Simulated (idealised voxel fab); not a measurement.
process module | voxel local oxidation
cross-section cut | 190 nm wide | cells 5 nm
A cross-section is a grid of square cells, given in bands from the top down. A band is one or more rows of cells.
Each band's line starts with the height of the band's top and of its bottom, in nm. Then come its materials from left to right, each with its width in nm. One material with "throughout" fills the band from edge to edge. "air" is empty space.
Height 0 is the level under which the wafer as received is all one material. The lowest band goes on downwards, as in "0 down".
A width such as "30 to 40" changes by the same amount from each row of cells to the next, from the band's top row to its bottom row.
"no change" after a step means that no cell of the cross-section changed.
closed voids: empty space of 8 cells or more with no open way to the top, each as width x height at its distance from the left edge, in nm
after a step's settings: what the simulator itself notes on the step
overlay nm, on a step with a mask: how far to the right of its planned place the mask lay; to the left if negative
plan
1 op RECEIVE | material Si
2 op OXIDIZE | depth nm 5
3 op CONFORMAL_DEP | material SiN | thk nm 15
4 op MASKED_ETCH | tone cover | mask id ACTIVE | width nm 90 | etch materials SiN | depth nm 15 | overlay nm 0
5 op SELECTIVE_ETCH | etch materials SiO2 | depth nm 5
6 op OXIDIZE | depth nm 10
7 op STRIP | etch materials SiN
as received, after step 1
  0 down: Si throughout
  closed voids: none
a wafer at the end: this start, this plan, one mistake
  0 to -5: SiO2 45 | air 100 | SiO2 45
  -5 to -15: Si 35 | SiO2 120 | Si 35
  -15 down: Si throughout
  closed voids: none
what went wrong: step 4 ran as: op MASKED_ETCH | tone open | mask id ACTIVE | width nm 90 | etch materials SiN | depth nm 15 | overlay nm 0
